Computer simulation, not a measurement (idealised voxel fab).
Process module name: voxel wiring stack
In the cross-section labelled cut, the width is 275 nm and each square cell is 5 nm.
Cross-section format: a grid of square cells, given as bands from top to bottom; each band is one or more rows of cells.
In this notation a band is specified by the heights of its top and bottom, in that order and in nm, after which its materials appear from left to right, each paired with its width in nm. The word "throughout" attached to a single material means that material fills the band from edge to edge; the word "blank" stands for empty space.
Heights are measured from 0, the level below which the as-received wafer is all one material; the lowest band has no bottom and continues downward, written as in "from 0 down".
Width: "30 to 40" (first number = top row, second number = bottom row, same change from row to row of cells).
What does "identical to before" mean for a step? It means no cell of the cross-section changed in that step.
Voids not open to the top, 8 cells minimum: see "Enclosed void entries". Written width x height at distance; distance is from the left edge; nm.
Post-settings text on a step line: simulator's own remark regarding the step.
overlay nm: mask right of planned place by this much (step with mask). Neg. = left.

PROCESS STEPS FORESEEN IN THE PLAN
1: RECEIVE (material Si)
2: CONFORMAL_DEP (material SiO2; thk nm 15)
3: DIRECTIONAL_DEP (material TiN; thk nm 5)
4: DIRECTIONAL_DEP (material Ru; thk nm 25)
5: DIRECTIONAL_DEP (material aC; thk nm 15)
6: PATTERN (tone cover; mask id METAL_1; material resist; width nm 20; pitch nm 40; thk nm 30; overlay nm 0)
7: DIRECTIONAL_ETCH (etch materials aC; depth nm 15)
8: STRIP (etch materials resist)
9: DIRECTIONAL_ETCH (etch materials Ru; depth nm 25)
10: DIRECTIONAL_ETCH (etch materials TiN; depth nm 5)
11: STRIP (etch materials aC)
12: FILL_DEP (material SiO2; thk nm 5)
13: CMP (height nm 45)
14: CONFORMAL_DEP (material SiCN; thk nm 5)
15: DIRECTIONAL_DEP (material lowk; thk nm 30)
16: PATTERN (tone open; mask id METAL_2_HOLES; material resist; width nm 15; pitch nm 80; thk nm 15; overlay nm 0)
17: DIRECTIONAL_ETCH (etch materials lowk; depth nm 30)
18: STRIP (etch materials resist)
19: PATTERN (tone open; mask id METAL_2; material resist; width nm 20; pitch nm 40; thk nm 15; overlay nm 0)
20: DIRECTIONAL_ETCH (etch materials lowk; depth nm 20)
21: DIRECTIONAL_ETCH (etch materials SiCN; depth nm 5)
22: STRIP (etch materials resist)
23: CONFORMAL_DEP (material TiN; thk nm 5)
24: FILL_DEP (material Ru; thk nm 5)
25: CMP (height nm 80)
26: CONFORMAL_DEP (material SiCN; thk nm 5)
27: DIRECTIONAL_DEP (material SiO2; thk nm 35)
28: DIRECTIONAL_DEP (material aC; thk nm 10)
29: PATTERN (tone open; mask id METAL_3; material resist; width nm 20; pitch nm 40; thk nm 30; overlay nm 0)
30: DIRECTIONAL_ETCH (etch materials aC; depth nm 10)
31: STRIP (etch materials resist)
32: DIRECTIONAL_ETCH (etch materials SiO2; depth nm 20)
33: STRIP (etch materials aC)
34: MASKED_ETCH (tone open; mask id METAL_3_HOLES; width nm 15; pitch nm 80; etch materials SiO2; depth nm 15; overlay nm 0)
35: MASKED_ETCH (tone open; mask id METAL_3_HOLES; width nm 15; pitch nm 80; etch materials SiCN; depth nm 5; overlay nm 0)
36: CONFORMAL_DEP (material TiN; thk nm 5)
37: FILL_DEP (material Cu; thk nm 10)
38: CMP (height nm 120)
39: CONFORMAL_DEP (material SiN; thk nm 5)

SO THIS IS THE INCOMING WAFER IN CROSS-SECTION - IT'S ALREADY BEEN THROUGH STEP 1
from 0 down  Si throughout
Enclosed void entries: none

BELOW IS THE WAFER IN CROSS-SECTION AFTER THE MODULE WAS COMPLETED. IT BEGAN FROM THE STARTING POINT SHOWN ABOVE AND FOLLOWED THE PLAN SHOWN ABOVE, EXCEPT THAT ONE MISTAKE WAS MADE WHILE RUNNING IT
from 125 to 120  SiN throughout
from 120 to 115  65 of SiCN, 15 of TiN, 65 of SiCN, 15 of TiN, 115 of SiCN
from 115 to 80  SiO2 throughout
from 80 to 65  65 of lowk, 5 of TiN, 10 of Ru, 5 of TiN, 20 of lowk, 5 of TiN, 10 of Ru, 5 of TiN, 20 of lowk, 5 of TiN, 10 of Ru, 5 of TiN, 20 of lowk, 5 of TiN, 10 of Ru, 5 of TiN, 70 of lowk
from 65 to 60  65 of lowk, 5 of TiN, 5 of Ru, 10 of TiN, 20 of lowk, 20 of TiN, 20 of lowk, 5 of TiN, 5 of Ru, 10 of TiN, 20 of lowk, 20 of TiN, 70 of lowk
from 60 to 50  65 of lowk, 5 of TiN, 5 of Ru, 5 of TiN, 65 of lowk, 5 of TiN, 5 of Ru, 5 of TiN, 115 of lowk
from 50 to 45  65 of SiCN, 15 of TiN, 65 of SiCN, 15 of TiN, 115 of SiCN
from 45 to 20  65 of SiO2, 20 of Ru, 20 of SiO2, 20 of Ru, 20 of SiO2, 20 of Ru, 20 of SiO2, 20 of Ru, 70 of SiO2
from 20 to 15  65 of SiO2, 20 of TiN, 20 of SiO2, 20 of TiN, 20 of SiO2, 20 of TiN, 20 of SiO2, 20 of TiN, 70 of SiO2
from 15 to 0  SiO2 throughout
from 0 down  Si throughout
Enclosed void entries: none
Here's what went sideways: the executed order of steps 26 and 27 is the reverse of that specified in the plan, each step having taken the other's position
